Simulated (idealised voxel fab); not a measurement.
Process module in this document: voxel ribs on slabs
cross-section cut | 240 nm wide | cells 5 nm
This document writes a cross-section as a grid whose cells are square, and gives it as bands, listed from the top down; one or more rows of cells form a band. For a band, the entry starts with two heights in nm, that of the top and then that of the bottom, and carries on with the band's materials in order from left to right, each alongside its width in nm; the word "everywhere" beside a single material means it fills the band edge to edge, and "air" means empty space. Measure heights from 0. That's the level where, below it, the as-received wafer is all one material. The lowest band is bottomless and extends downward; write it as in "0 nm and below". It should be noted that a width expressed as "30..40" varies in equal increments from row to row of cells within the band, taking the value of the first number at the top row and that of the second number at the bottom row. "nothing different", as given for a step, is the statement that not any cell of the cross-section underwent a change during that step. "Fully closed voids" - sealed voids, min. 8 cells, no opening to top; format: width x height at distance (distance from left edge; nm throughout). Note: text after step settings on the step line = simulator remark on that step. Each step line may optionally specify "overlay nm", which for a step with a mask gives the rightward distance between the mask's planned place and where it lay, a negative value indicating the leftward direction.

**So here's the lineup of process steps we planned**
step 1: op RECEIVE | material Si
step 2: op DIRECTIONAL_DEP | material SiO2 | thk nm 20
step 3: op DIRECTIONAL_DEP | material SiN | thk nm 20
step 4: op MASKED_ETCH | tone cover | mask id RIB | width nm 20 | etch materials SiN | depth nm 5 | overlay nm 0
step 5: op DIRECTIONAL_DEP | material aC | thk nm 10
step 6: op PATTERN | tone cover | mask id SLAB | material resist | width nm 60 | thk nm 25 | overlay nm 0
step 7: op DIRECTIONAL_ETCH | etch materials aC | depth nm 10
step 8: op STRIP | etch materials resist
step 9: op DIRECTIONAL_ETCH | etch materials SiN | depth nm 15
step 10: op STRIP | etch materials aC
step 11: op FILL_DEP | material SiO2 | thk nm 25
step 12: op CMP | height nm 55
step 13: op DIRECTIONAL_DEP | material W | thk nm 5
step 14: op DIRECTIONAL_DEP | material aC | thk nm 15
step 15: op PATTERN | tone cover | mask id HEATER | material resist | width nm 30 | thk nm 30 | overlay nm 0
step 16: op DIRECTIONAL_ETCH | etch materials aC | depth nm 15
step 17: op STRIP | etch materials resist
step 18: op DIRECTIONAL_ETCH | etch materials W | depth nm 5
step 19: op STRIP | etch materials aC
step 20: op CONFORMAL_DEP | material SiO2 | thk nm 5

**Cross-section of the incoming wafer, state after step 1**
0 nm and below | Si everywhere
Fully closed voids: none

**Cross-sectional result after module completion. Note: starting condition and plan are unchanged from above; one processing mistake was made**
80 nm to 60 nm | SiO2 everywhere
60 nm to 55 nm | W everywhere
55 nm to 40 nm | SiO2 everywhere
40 nm to 35 nm | SiO2 110, then SiN 20, then SiO2 110
35 nm to 20 nm | SiO2 90, then SiN 60, then SiO2 90
20 nm to 0 nm | SiO2 everywhere
0 nm and below | Si everywhere
Fully closed voids: none
Processing error: note that step 14 departed from the planned setting and was carried out as op DIRECTIONAL_DEP | material SiO2 | thk nm 15
